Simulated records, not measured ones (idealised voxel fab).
Process module under the name voxel plated lines
Cross-section cut: width 285 nm, square cells of 5 nm.
A cross-section is written here as square cells arranged in a grid, and it is given in bands from the top down, each band taking up one or more rows of cells. Within each band entry, the heights of the top and of the bottom of the band appear first, in that order and in nm; the materials of the band then follow from left to right, each with its corresponding width in nm. The designation "edge to edge" on a single material indicates that it fills the band from edge to edge; the designation "blank" indicates empty space. Height 0 is the level under which the wafer as received is all one material. The lowest band goes on downwards, as in "0 -> down". Width spec "30->40" -> top row of cells at first value, bottom row at second value, equal per-row change in between. Any step labelled "same as before" changed none of the cells in the cross-section. Look at "Voids, enclosed" for the closed voids: empty spaces with no open path to the top, sized 8 cells or up. Each is width x height at distance, distance from the left edge, all nm. That trailing text on a step's line, after the settings, is the simulator's own remark on the step. Regarding "overlay nm": on a step with a mask, it is the distance the mask lay to the right of its planned place; a negative value places it to the left.

# This section lists the process steps that were planned
1 RECEIVE, material Si
2 CONFORMAL_DEP, material Al2O3, thk nm 5
3 DIRECTIONAL_DEP, material TiN, thk nm 5
4 PATTERN, tone open, mask id LINES, material resist, width nm 25, pitch nm 55, thk nm 25, overlay nm 0
5 EPI, material Ru, thk nm 10
6 EPI, material Ru, thk nm 10
7 STRIP, etch materials resist
8 DIRECTIONAL_ETCH, etch materials TiN, depth nm 5
9 CONFORMAL_DEP, material SiCN, thk nm 10

# Cross-section: wafer on arrival = after step 1
> 0 -> down  Si edge to edge
> Voids, enclosed: none

# First of two wafers at the end of the module, shown in cross-section; run carried out as planned
> 40 -> 30  blank 90 | SiCN 45 | blank 10 | SiCN 45 | blank 95
> 30 -> 15  blank 90 | SiCN 10 | Ru 25 | SiCN 10 | blank 10 | SiCN 10 | Ru 25 | SiCN 10 | blank 95
> 15 -> 10  SiCN 100 | Ru 25 | SiCN 30 | Ru 25 | SiCN 105
> 10 -> 5  SiCN 100 | TiN 25 | SiCN 30 | TiN 25 | SiCN 105
> 5 -> 0  Al2O3 edge to edge
> 0 -> down  Si edge to edge
> Voids, enclosed: none

# Cross-section, wafer two of two, end of module: same start and plan as wafer one, one error in execution
> 30 -> 10  blank 100 | Ru 25 | blank 30 | Ru 25 | blank 105
> 10 -> 5  blank 100 | TiN 25 | blank 30 | TiN 25 | blank 105
> 5 -> 0  Al2O3 edge to edge
> 0 -> down  Si edge to edge
> Voids, enclosed: none
It is concluded that the wafer was processed incorrectly with respect to the plan, in that skipped: plan step 9 (never run)
The final cell counts differ between the wafers, with the second having more or fewer of some materials than the first: SiCN -154
